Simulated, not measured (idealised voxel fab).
This is a process module. Its name is voxel fin reveal.
FYI the section here is cut, 215 nm wide, cells are 5 nm squares.
Cross-section, as written here: a square-cell grid given band by band from the top down, where a band holds one or more rows of cells. Heights first: top, then bottom, in nm. Then materials, left to right, each with a width in nm. "full width" on a single material: fills the band edge to edge. "blank": empty space. Measure heights from 0. That's the level where, below it, the as-received wafer is all one material. The lowest band is bottomless and extends downward; write it as in "from 0 down". With a width like "30..40", each row of cells in the band differs from the next by the same amount, the top row carrying the first number and the bottom row the second. Step marked "nothing was modified"? Then no cell in the cross-section changed in it. Entry "Closed internal cavities". Content: empty spaces with no open connection to the top, size 8 cells or greater. Each: width x height at distance. Distance: from left edge. Unit: nm. Heads up: the bit after the settings on a step's line is the simulator's remark on that step. The line of a step may include "overlay nm". On a step with a mask, this value is how far to the right of its planned place the mask lay. A negative value means the mask lay to the left.
[Listed below are the process steps as planned]
1) RECEIVE [material Si]
2) CONFORMAL_DEP [material SiN] [thk nm 5]
3) DIRECTIONAL_DEP [material aC] [thk nm 15]
4) PATTERN [tone cover] [mask id FINS] [material resist] [width nm 15] [pitch nm 40] [thk nm 35] [overlay nm 0]
5) DIRECTIONAL_ETCH [etch materials aC] [depth nm 15]
6) STRIP [etch materials resist]
7) DIRECTIONAL_ETCH [etch materials SiN] [depth nm 5]
8) DIRECTIONAL_ETCH [etch materials Si] [depth nm 40]
9) STRIP [etch materials aC]
10) OXIDIZE [depth nm 5]
11) FILL_DEP [material SiO2] [thk nm 10]
12) CMP [height nm 5]
13) SELECTIVE_ETCH [etch materials SiO2] [depth nm 15]
14) STRIP [etch materials SiN]
15) CONFORMAL_DEP [material HfO2] [thk nm 5]
[As received (post step 1): cross-section]
  from 0 down: Si full width
  Closed internal cavities: none
[The plan above was carried out on the starting structure above with one mistake, and this cross-section shows the wafer at the end of the module]
  from 5 to 0: blank (60)  HfO2 (15)  blank (25)  HfO2 (15)  blank (25)  HfO2 (15)  blank (60)
  from 0 to -5: blank (60)  HfO2 (5)  Si (5)  HfO2 (5)  blank (25)  HfO2 (5)  Si (5)  HfO2 (5)  blank (25)  HfO2 (5)  Si (5)  HfO2 (5)  blank (60)
  from -5 to -10: HfO2 (65)  Si (5)  HfO2 (35)  Si (5)  HfO2 (35)  Si (5)  HfO2 (65)
  from -10 to -35: SiO2 (65)  Si (5)  SiO2 (35)  Si (5)  SiO2 (35)  Si (5)  SiO2 (65)
  from -35 down: Si full width
  Closed internal cavities: none
The plan and the run diverged here: in deviation from the planned setting, step 8 was conducted as DIRECTIONAL_ETCH [etch materials Si] [depth nm 30]
